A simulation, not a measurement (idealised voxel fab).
Process module under the name voxel lift off
Xsec cut, 300 nm wide, square cell size 5 nm.
Cross-section spec: square-cell grid; bands listed top down; each band is one or more rows. Basically the band line says how high the top is and how high the bottom is, in nm, and then what's in it from left to right, every material with its width in nm. Empty space shows up as "empty", and if a single material carries "full width" it runs the full band edge to edge. Height is counted from the level 0, under which the received wafer is composed throughout of one material. The lowest of the bands is not closed at the bottom but continues downward, in the notation "from 0 down". The expression "30->40" gives the width at the extremes of the band, the first number at its top row of cells and the second at its bottom row, with the width changing by equal amounts from each row to the next in between. The cross-section has no changed cell in any step marked "no modifications". The list in "Enclosed void list" covers empty spaces of 8 cells or more that cannot reach the top through any open way, and it gives each as width x height at distance; the distance is from the left edge, and width, height and distance are in nm. Anything after a step's settings on that line? It's the simulator's own note about the step. "overlay nm" on a masked step: distance the mask lay right of its planned place, negative for left.
The following list gives the planned process steps
1. op RECEIVE | material Si
2. op CONFORMAL_DEP | material SiN | thk nm 15
3. op PATTERN | tone open | mask id LINES | material resist | width nm 30 | pitch nm 60 | thk nm 20 | overlay nm 0
4. op DIRECTIONAL_DEP | material Ru | thk nm 10
5. op STRIP | etch materials resist
6. op CONFORMAL_DEP | material SiCN | thk nm 10
This is the cross-section of the wafer as we received it, i.e. after step 1
from 0 down = Si full width
Enclosed void list: none
First of two wafers: cross-section at end of module, run per plan
from 35 to 25 = 65 of empty | 50 of SiCN | 10 of empty | 50 of SiCN | 10 of empty | 50 of SiCN | 65 of empty
from 25 to 15 = 75 of SiCN | 30 of Ru | 30 of SiCN | 30 of Ru | 30 of SiCN | 30 of Ru | 75 of SiCN
from 15 to 0 = SiN full width
from 0 down = Si full width
Enclosed void list: none
So this is wafer number two of the two, cut at the end of the module - it started where the first did and had the same plan, we just got one thing wrong running it
from 25 to 15 = 75 of empty | 30 of Ru | 30 of empty | 30 of Ru | 30 of empty | 30 of Ru | 75 of empty
from 15 to 0 = SiN full width
from 0 down = Si full width
Enclosed void list: none
Misprocessing identified: step 6 of the plan was excluded from execution and never run
In the final state, the cell counts of the second wafer exceed or fall short of those of the first for the following materials: SiCN -144
